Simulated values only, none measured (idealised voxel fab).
process module | voxel wiring stack
cross-section cut | 230 nm wide | cells 5 nm
A cross-section is a grid of square cells, given in bands from the top down. A band is one or more rows of cells.
Each band's line starts with the height of the band's top and of its bottom, in nm. Then come its materials from left to right, each with its width in nm. One material with "throughout" fills the band from edge to edge. "air" is empty space.
Height 0 is the level under which the wafer as received is all one material. The lowest band goes on downwards, as in "0 down".
A width such as "30 to 40" changes by the same amount from each row of cells to the next, from the band's top row to its bottom row.
"no change" after a step means that no cell of the cross-section changed.
closed voids: empty space of 8 cells or more with no open way to the top, each as width x height at its distance from the left edge, in nm
after a step's settings: what the simulator itself notes on the step
overlay nm, on a step with a mask: how far to the right of its planned place the mask lay; to the left if negative
plan
1 op RECEIVE | material Si
2 op CONFORMAL_DEP | material SiO2 | thk nm 15
3 op CONFORMAL_DEP | material SiN | thk nm 5
4 op DIRECTIONAL_DEP | material lowk | thk nm 15
5 op PATTERN | tone open | mask id METAL_1 | material resist | width nm 20 | pitch nm 50 | thk nm 20 | overlay nm 0
6 op DIRECTIONAL_ETCH | etch materials lowk | depth nm 15
7 op DIRECTIONAL_ETCH | etch materials SiN | depth nm 5
8 op STRIP | etch materials resist
9 op CONFORMAL_DEP | material TiN | thk nm 5
10 op FILL_DEP | material W | thk nm 10
11 op CMP | height nm 35
12 op EPI | material Ru | thk nm 5
13 op FILL_DEP | material SiCN | thk nm 5
14 op DIRECTIONAL_DEP | material lowk | thk nm 30
15 op PATTERN | tone open | mask id METAL_2_HOLES | material resist | width nm 15 | pitch nm 50 | thk nm 20 | overlay nm 0
16 op DIRECTIONAL_ETCH | etch materials lowk | depth nm 30
17 op STRIP | etch materials resist
18 op DIRECTIONAL_DEP | material aC | thk nm 15
19 op PATTERN | tone open | mask id METAL_2 | material resist | width nm 20 | pitch nm 50 | thk nm 30 | overlay nm 0
20 op DIRECTIONAL_ETCH | etch materials aC | depth nm 15
21 op STRIP | etch materials resist
22 op DIRECTIONAL_ETCH | etch materials lowk | depth nm 20
23 op DIRECTIONAL_ETCH | etch materials SiCN | depth nm 5
24 op STRIP | etch materials aC
25 op CONFORMAL_DEP | material TiN | thk nm 5
26 op FILL_DEP | material Cu | thk nm 5
27 op CMP | height nm 75
28 op CONFORMAL_DEP | material SiCN | thk nm 5
29 op DIRECTIONAL_DEP | material lowk | thk nm 25
30 op MASKED_ETCH | tone open | mask id METAL_3_HOLES | width nm 15 | pitch nm 50 | etch materials lowk | depth nm 25 | overlay nm 0
31 op DIRECTIONAL_DEP | material aC | thk nm 10
32 op PATTERN | tone open | mask id METAL_3 | material resist | width nm 20 | pitch nm 50 | thk nm 30 | overlay nm 0
33 op DIRECTIONAL_ETCH | etch materials aC | depth nm 10
34 op STRIP | etch materials resist
35 op DIRECTIONAL_ETCH | etch materials lowk | depth nm 15
36 op DIRECTIONAL_ETCH | etch materials SiCN | depth nm 5
37 op STRIP | etch materials aC
38 op CONFORMAL_DEP | material TiN | thk nm 5
39 op FILL_DEP | material Ru | thk nm 5
40 op CMP | height nm 105
41 op CONFORMAL_DEP | material SiN | thk nm 5
as received, after step 1
  0 down: Si throughout
  closed voids: none
first wafer at the end, as planned
  110 to 105: SiN throughout
  105 to 95: lowk 30 | TiN 5 | Ru 10 | TiN 5 | lowk 30 | TiN 5 | Ru 10 | TiN 5 | lowk 30 | TiN 5 | Ru 10 | TiN 5 | lowk 30 | TiN 5 | Ru 10 | TiN 5 | lowk 30
  95 to 90: lowk 30 | TiN 5 | Ru 5 | TiN 10 | lowk 30 | TiN 5 | Ru 5 | TiN 10 | lowk 30 | TiN 5 | Ru 5 | TiN 10 | lowk 30 | TiN 5 | Ru 5 | TiN 10 | lowk 30
  90 to 80: lowk 30 | TiN 5 | Ru 5 | TiN 5 | lowk 35 | TiN 5 | Ru 5 | TiN 5 | lowk 35 | TiN 5 | Ru 5 | TiN 5 | lowk 35 | TiN 5 | Ru 5 | TiN 5 | lowk 35
  80 to 75: SiCN 30 | TiN 15 | SiCN 35 | TiN 15 | SiCN 35 | TiN 15 | SiCN 35 | TiN 15 | SiCN 35
  75 to 60: lowk 30 | TiN 5 | Cu 10 | TiN 5 | lowk 30 | TiN 5 | Cu 10 | TiN 5 | lowk 30 | TiN 5 | Cu 10 | TiN 5 | lowk 30 | TiN 5 | Cu 10 | TiN 5 | lowk 30
  60 to 55: lowk 30 | TiN 5 | Cu 5 | TiN 10 | lowk 30 | TiN 5 | Cu 5 | TiN 10 | lowk 30 | TiN 5 | Cu 5 | TiN 10 | lowk 30 | TiN 5 | Cu 5 | TiN 10 | lowk 30
  55 to 45: lowk 30 | TiN 5 | Cu 5 | TiN 5 | lowk 35 | TiN 5 | Cu 5 | TiN 5 | lowk 35 | TiN 5 | Cu 5 | TiN 5 | lowk 35 | TiN 5 | Cu 5 | TiN 5 | lowk 35
  45 to 40: SiCN 30 | TiN 15 | SiCN 35 | TiN 15 | SiCN 35 | TiN 15 | SiCN 35 | TiN 15 | SiCN 35
  40 to 35: SiCN 25 | Ru 30 | SiCN 20 | Ru 30 | SiCN 20 | Ru 30 | SiCN 20 | Ru 30 | SiCN 25
  35 to 20: lowk 30 | TiN 5 | W 10 | TiN 5 | lowk 30 | TiN 5 | W 10 | TiN 5 | lowk 30 | TiN 5 | W 10 | TiN 5 | lowk 30 | TiN 5 | W 10 | TiN 5 | lowk 30
  20 to 15: SiN 30 | TiN 20 | SiN 30 | TiN 20 | SiN 30 | TiN 20 | SiN 30 | TiN 20 | SiN 30
  15 to 0: SiO2 throughout
  0 down: Si throughout
  closed voids: none
second wafer at the end: like start, like plan, one mistake
  110 to 105: SiN throughout
  105 to 95: lowk 30 | TiN 5 | Ru 10 | TiN 5 | lowk 30 | TiN 5 | Ru 10 | TiN 5 | lowk 30 | TiN 5 | Ru 10 | TiN 5 | lowk 30 | TiN 5 | Ru 10 | TiN 5 | lowk 30
  95 to 85: lowk 30 | TiN 5 | Ru 5 | TiN 10 to 5 | lowk 30 to 35 | TiN 5 | Ru 5 | TiN 10 to 5 | lowk 30 to 35 | TiN 5 | Ru 5 | TiN 10 to 5 | lowk 30 to 35 | TiN 5 | Ru 5 | TiN 10 to 5 | lowk 30 to 35
  85 to 80: lowk 30 | TiN 15 | lowk 35 | TiN 15 | lowk 35 | TiN 15 | lowk 35 | TiN 15 | lowk 35
  80 to 75: SiCN 35 | TiN 10 | SiCN 40 | TiN 10 | SiCN 40 | TiN 10 | SiCN 40 | TiN 10 | SiCN 35
  75 to 60: lowk 30 | TiN 5 | Cu 10 | TiN 5 | lowk 30 | TiN 5 | Cu 10 | TiN 5 | lowk 30 | TiN 5 | Cu 10 | TiN 5 | lowk 30 | TiN 5 | Cu 10 | TiN 5 | lowk 30
  60 to 55: lowk 30 | TiN 5 | Cu 5 | TiN 10 | lowk 30 | TiN 5 | Cu 5 | TiN 10 | lowk 30 | TiN 5 | Cu 5 | TiN 10 | lowk 30 | TiN 5 | Cu 5 | TiN 10 | lowk 30
  55 to 45: lowk 30 | TiN 5 | Cu 5 | TiN 5 | lowk 35 | TiN 5 | Cu 5 | TiN 5 | lowk 35 | TiN 5 | Cu 5 | TiN 5 | lowk 35 | TiN 5 | Cu 5 | TiN 5 | lowk 35
  45 to 40: SiCN 30 | TiN 15 | SiCN 35 | TiN 15 | SiCN 35 | TiN 15 | SiCN 35 | TiN 15 | SiCN 35
  40 to 35: SiCN 25 | Ru 30 | SiCN 20 | Ru 30 | SiCN 20 | Ru 30 | SiCN 20 | Ru 30 | SiCN 25
  35 to 20: lowk 30 | TiN 5 | W 10 | TiN 5 | lowk 30 | TiN 5 | W 10 | TiN 5 | lowk 30 | TiN 5 | W 10 | TiN 5 | lowk 30 | TiN 5 | W 10 | TiN 5 | lowk 30
  20 to 15: SiN 30 | TiN 20 | SiN 30 | TiN 20 | SiN 30 | TiN 20 | SiN 30 | TiN 20 | SiN 30
  15 to 0: SiO2 throughout
  0 down: Si throughout
  closed voids: none
what went wrong: step 32 ran as: op PATTERN | tone open | mask id METAL_3 | material resist | width nm 15 | pitch nm 50 | thk nm 30 | overlay nm 0
at the end the second wafer has, in cells: 4 fewer of Ru | 4 more of SiCN
